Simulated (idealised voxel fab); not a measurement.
process module | voxel plated lines
cross-section cut | 235 nm wide | cells 5 nm
A cross-section is a grid of square cells, given in bands from the top down. A band is one or more rows of cells.
Each band's line starts with the height of the band's top and of its bottom, in nm. Then come its materials from left to right, each with its width in nm. One material with "throughout" fills the band from edge to edge. "air" is empty space.
Height 0 is the level under which the wafer as received is all one material. The lowest band goes on downwards, as in "0 down".
A width such as "30 to 40" changes by the same amount from each row of cells to the next, from the band's top row to its bottom row.
"no change" after a step means that no cell of the cross-section changed.
closed voids: empty space of 8 cells or more with no open way to the top, each as width x height at its distance from the left edge, in nm
after a step's settings: what the simulator itself notes on the step
overlay nm, on a step with a mask: how far to the right of its planned place the mask lay; to the left if negative
plan
1 op RECEIVE | material Si
2 op CONFORMAL_DEP | material Al2O3 | thk nm 5
3 op DIRECTIONAL_DEP | material TiN | thk nm 5
4 op PATTERN | tone open | mask id LINES | material resist | width nm 25 | pitch nm 55 | thk nm 30 | overlay nm -5
5 op EPI | material Ru | thk nm 5
6 op EPI | material Ru | thk nm 5
7 op STRIP | etch materials resist
8 op DIRECTIONAL_ETCH | etch materials TiN | depth nm 5
9 op CONFORMAL_DEP | material SiN | thk nm 10
varied across the wafers: overlay nm of step 4. The plan shows the first wafer's value. All wafers start alike
first wafer as received, after step 1
  0 down: Si throughout
  closed voids: none
first wafer at the end, after step 9
  30 to 20: air 5 | SiN 45 | air 10 | SiN 45 | air 10 | SiN 45 | air 10 | SiN 45 | air 20
  20 to 15: air 5 | SiN 10 | Ru 25 | SiN 10 | air 10 | SiN 10 | Ru 25 | SiN 10 | air 10 | SiN 10 | Ru 25 | SiN 10 | air 10 | SiN 10 | Ru 25 | SiN 10 | air 20
  15 to 10: SiN 15 | Ru 25 | SiN 30 | Ru 25 | SiN 30 | Ru 25 | SiN 30 | Ru 25 | SiN 30
  10 to 5: SiN 15 | TiN 25 | SiN 30 | TiN 25 | SiN 30 | TiN 25 | SiN 30 | TiN 25 | SiN 30
  5 to 0: Al2O3 throughout
  0 down: Si throughout
  closed voids: none
last wafer at the end
  30 to 20: air 20 | SiN 45 | air 10 | SiN 45 | air 10 | SiN 45 | air 10 | SiN 45 | air 5
  20 to 15: air 20 | SiN 10 | Ru 25 | SiN 10 | air 10 | SiN 10 | Ru 25 | SiN 10 | air 10 | SiN 10 | Ru 25 | SiN 10 | air 10 | SiN 10 | Ru 25 | SiN 10 | air 5
  15 to 10: SiN 30 | Ru 25 | SiN 30 | Ru 25 | SiN 30 | Ru 25 | SiN 30 | Ru 25 | SiN 15
  10 to 5: SiN 30 | TiN 25 | SiN 30 | TiN 25 | SiN 30 | TiN 25 | SiN 30 | TiN 25 | SiN 15
  5 to 0: Al2O3 throughout
  0 down: Si throughout
  closed voids: none
each wafer at the end: cells of each material gained (+) or lost (-) since it was received, then its closed voids
overlay nm -5 | +47 Al2O3 | +40 Ru | +142 SiN | +20 TiN | closed voids: none
overlay nm 0 | +47 Al2O3 | +40 Ru | +142 SiN | +20 TiN | closed voids: none
overlay nm 5 | +47 Al2O3 | +40 Ru | +142 SiN | +20 TiN | closed voids: none
overlay nm 10 | +47 Al2O3 | +40 Ru | +142 SiN | +20 TiN | closed voids: none
